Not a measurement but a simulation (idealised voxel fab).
This section sets out a process module, namely voxel self aligned vias.
Pictured: cross-section cut, 280 nm wide, on a grid of 5 nm square cells.
Bands, listed from the top down, are how a cross-section gets written in this document; the cross-section itself is a grid of square cells, and a band is one or more rows of them.
Basically the band line says how high the top is and how high the bottom is, in nm, and then what's in it from left to right, every material with its width in nm. Empty space shows up as "air", and if a single material carries "full width" it runs the full band edge to edge.
For the purposes of this specification, 0 denotes the height below which the wafer in its as-received condition is composed wholly of one material, and the lowermost band, lacking a lower limit, extends downward without end, as expressed in "0 and below".
The width entry "30->40" should be interpreted row by row: the top row of cells in the band takes the first number, the bottom row takes the second number, and the change between adjacent rows is uniform throughout.
"nothing altered" after a step means that no cell of the cross-section changed.
Closed empty spaces (no open way to the top) of 8 cells or more are what "Sealed voids" lists, each as width x height at distance from the left edge, nm for all three.
Past the settings on a step's line: simulator remark, on that step.
overlay nm: for a step with a mask, the amount by which the mask lay right of where it was planned; a negative amount means left of it.

PROCESS STEPS FORESEEN IN THE PLAN
1,RECEIVE with material Si
2,CONFORMAL_DEP with material SiO2, thk nm 15
3,CONFORMAL_DEP with material SiCN, thk nm 5
4,DIRECTIONAL_DEP with material lowk, thk nm 30
5,MASKED_ETCH with tone open, mask id LINES, width nm 25, pitch nm 65, etch materials lowk, depth nm 30, overlay nm 0
6,CONFORMAL_DEP with material TiN, thk nm 5
7,FILL_DEP with material Ru, thk nm 5
8,CMP with height nm 50
9,SELECTIVE_ETCH with etch materials W Ru TiN, depth nm 10
10,FILL_DEP with material SiN, thk nm 5
11,CMP with height nm 40
12,DIRECTIONAL_DEP with material lowk, thk nm 20
13,PATTERN with tone open, mask id VIAS, material resist, width nm 45, pitch nm 130, thk nm 15, overlay nm 0
14,DIRECTIONAL_ETCH with etch materials lowk, depth nm 20
15,DIRECTIONAL_ETCH with etch materials SiN, depth nm 10
16,STRIP with etch materials resist
17,CONFORMAL_DEP with material TiN, thk nm 5
18,FILL_DEP with material Ru, thk nm 5
19,CMP with height nm 70
20,CONFORMAL_DEP with material SiN, thk nm 5
Same starting wafers, different height nm at step 11. Plan value belongs to the first wafer.

CROSS-SECTION OF THE FIRST INCOMING WAFER OF SEVERAL, STATE AFTER STEP 1
- 0 and below  Si full width
- Sealed voids: none

CROSS-SECTION OF THE FIRST OF SEVERAL WAFERS ONCE THE MODULE HAS RUN THROUGH ITS LAST STEP, STEP 20
- 75 down to 70  SiN full width
- 70 down to 65  Ru full width
- 65 down to 60  TiN: 55 / Ru: 35 / TiN: 95 / Ru: 35 / TiN: 60
- 60 down to 45  lowk: 50 / TiN: 5 / Ru: 35 / TiN: 5 / lowk: 85 / TiN: 5 / Ru: 35 / TiN: 5 / lowk: 55
- 45 down to 40  lowk: 50 / TiN: 45 / lowk: 85 / TiN: 45 / lowk: 55
- 40 down to 25  lowk: 60 / TiN: 5 / Ru: 15 / TiN: 5 / lowk: 40 / TiN: 5 / Ru: 15 / TiN: 5 / lowk: 40 / TiN: 5 / Ru: 15 / TiN: 5 / lowk: 65
- 25 down to 20  lowk: 60 / TiN: 25 / lowk: 40 / TiN: 25 / lowk: 40 / TiN: 25 / lowk: 65
- 20 down to 15  SiCN full width
- 15 down to 0  SiO2 full width
- 0 and below  Si full width
- Sealed voids: none

LAST WAFER X-SEC, END OF MODULE
- 75 down to 70  SiN full width
- 70 down to 55  lowk: 50 / TiN: 5 / Ru: 35 / TiN: 5 / lowk: 85 / TiN: 5 / Ru: 35 / TiN: 5 / lowk: 55
- 55 down to 50  SiN: 50 / TiN: 15 / Ru: 15 / TiN: 15 / SiN: 85 / TiN: 15 / Ru: 15 / TiN: 15 / SiN: 55
- 50 down to 45  lowk: 60 / TiN: 25 / lowk: 40 / SiN: 25 / lowk: 40 / TiN: 25 / lowk: 65
- 45 down to 40  lowk: 60 / SiN: 25 / lowk: 40 / SiN: 25 / lowk: 40 / SiN: 25 / lowk: 65
- 40 down to 25  lowk: 60 / TiN: 5 / Ru: 15 / TiN: 5 / lowk: 40 / TiN: 5 / Ru: 15 / TiN: 5 / lowk: 40 / TiN: 5 / Ru: 15 / TiN: 5 / lowk: 65
- 25 down to 20  lowk: 60 / TiN: 25 / lowk: 40 / TiN: 25 / lowk: 40 / TiN: 25 / lowk: 65
- 20 down to 15  SiCN full width
- 15 down to 0  SiO2 full width
- 0 and below  Si full width
- Sealed voids: none

GAINED (+) OR LOST (-) CELLS OF EACH MATERIAL SINCE RECEIPT, THEN CLOSED VOIDS: ONE ROW PER WAFER, AT THE END OF THE MODULE
height nm 40, +139 Ru, +56 SiCN, +56 SiN, +168 SiO2, +105 TiN, +316 lowk, Sealed voids: none
height nm 45, +89 Ru, +56 SiCN, +61 SiN, +168 SiO2, +109 TiN, +357 lowk, Sealed voids: none
height nm 50, +81 Ru, +56 SiCN, +66 SiN, +168 SiO2, +71 TiN, +398 lowk, Sealed voids: none
height nm 55, +75 Ru, +56 SiCN, +114 SiN, +168 SiO2, +67 TiN, +360 lowk, Sealed voids: none
